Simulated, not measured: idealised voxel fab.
Module name: voxel capacitor over wiring (process module)
225 nm wide, 5 nm square cells: that's cross-section cut.
When this document writes out a cross-section, it uses a grid of square cells and lists it as bands, beginning at the top and moving down, with a band standing for one or more rows of cells. A band entry consists of two parts. The first gives the height of the band's top and the height of its bottom, in nm. The rest lists the band's materials from left to right, each with its width in nm. A single material labelled with the word "everywhere" fills the band from edge to edge, and the word "blank" marks empty space. Heights are reckoned from 0. Under this level, the received wafer is all of one material. The bottommost band is open-ended downward, for example "0..down". Graded width ("30->40"): value in top row of band = first number; value in bottom row = second number; row-to-row change constant. The designation "no alteration", where it is given for a processing step, indicates that no cell of the cross-section was altered in the course of that step. This entry, "Unvented voids", enumerates those empty regions of no fewer than 8 cells that possess no open connection to the top. Each region is reported in the form width x height at distance, the distance being taken from the left edge, with all three quantities expressed in nm. after a step's settings: what the simulator itself notes on the step. "overlay nm", when on a step's line for a step with a mask, measures how far to the right of its planned place the mask lay; a negative measure means to the left.
# So here's the lineup of process steps we planned
1: RECEIVE with material Si
2: CONFORMAL_DEP with material SiO2, thk nm 10
3: DIRECTIONAL_DEP with material TiN, thk nm 5
4: DIRECTIONAL_DEP with material Ru, thk nm 15
5: DIRECTIONAL_DEP with material aC, thk nm 10
6: PATTERN with tone cover, mask id METAL_1, material resist, width nm 30, pitch nm 80, thk nm 25, overlay nm 0
7: DIRECTIONAL_ETCH with etch materials aC, depth nm 10
8: STRIP with etch materials resist
9: DIRECTIONAL_ETCH with etch materials Ru, depth nm 15
10: DIRECTIONAL_ETCH with etch materials TiN, depth nm 5
11: STRIP with etch materials aC
12: CONFORMAL_DEP with material SiCN, thk nm 5
13: FILL_DEP with material lowk, thk nm 10
14: CMP with height nm 30
15: CONFORMAL_DEP with material SiCN, thk nm 5
16: DIRECTIONAL_DEP with material SiO2, thk nm 20
17: MASKED_ETCH with tone open, mask id PLUG_1, width nm 15, etch materials SiO2, depth nm 20, overlay nm 0
18: MASKED_ETCH with tone open, mask id PLUG_1, width nm 15, etch materials SiCN, depth nm 5, overlay nm 0
19: EPI with material Ru, thk nm 10
20: EPI with material Ru, thk nm 10
21: EPI with material Ru, thk nm 5
22: DIRECTIONAL_DEP with material TiN, thk nm 10
23: DIRECTIONAL_DEP with material Al2O3, thk nm 5
24: DIRECTIONAL_DEP with material TiN, thk nm 5
25: DIRECTIONAL_DEP with material aC, thk nm 10
26: PATTERN with tone cover, mask id UPPER_PLATE, material resist, width nm 55, thk nm 30, overlay nm 0
27: DIRECTIONAL_ETCH with etch materials aC, depth nm 10
28: STRIP with etch materials resist
29: DIRECTIONAL_ETCH with etch materials TiN, depth nm 5
30: DIRECTIONAL_ETCH with etch materials Al2O3, depth nm 5
31: STRIP with etch materials aC
32: PATTERN with tone cover, mask id LOWER_PLATE, material resist, width nm 65, thk nm 15, overlay nm 0
33: DIRECTIONAL_ETCH with etch materials TiN, depth nm 10
34: STRIP with etch materials resist
35: FILL_DEP with material SiO2, thk nm 20
36: CMP with height nm 90
37: PATTERN with tone open, mask id PLUG_2, material resist, width nm 15, thk nm 20, overlay nm 0
38: DIRECTIONAL_ETCH with etch materials SiO2, depth nm 15
39: STRIP with etch materials resist
40: CONFORMAL_DEP with material TiN, thk nm 5
41: FILL_DEP with material Cu, thk nm 10
42: CMP with height nm 90
43: CONFORMAL_DEP with material SiCN, thk nm 5
# The cross-section here shows the wafer as received, i.e. in its state after step 1
0..down | Si everywhere
Unvented voids: none
# Final wafer profile in cross-section after the module, from the same start and plan as above, with one mistake made during processing
95..90 | SiCN everywhere
90..80 | SiO2 80 nm / TiN 5 nm / Cu 5 nm / TiN 5 nm / SiO2 130 nm
80..70 | SiO2 80 nm / TiN 15->50 nm / SiO2 130->95 nm
70..65 | SiO2 80 nm / Al2O3 55 nm / SiO2 90 nm
65..55 | SiO2 65 nm / TiN 70 nm / SiO2 90 nm
55..35 | SiO2 70 nm / Ru 15 nm / SiO2 140 nm
35..30 | SiCN 70 nm / Ru 15 nm / SiCN 140 nm
30..15 | lowk 50 nm / SiCN 5 nm / Ru 30 nm / SiCN 5 nm / lowk 40 nm / SiCN 5 nm / Ru 30 nm / SiCN 5 nm / lowk 55 nm
15..10 | SiCN 55 nm / TiN 30 nm / SiCN 50 nm / TiN 30 nm / SiCN 60 nm
10..0 | SiO2 everywhere
0..down | Si everywhere
Unvented voids: none
Against the plan, the run slipped here: planned and actual differ for step 26; actual: PATTERN with tone cover, mask id UPPER_PLATE, material resist, width nm 55, thk nm 30, overlay nm 10
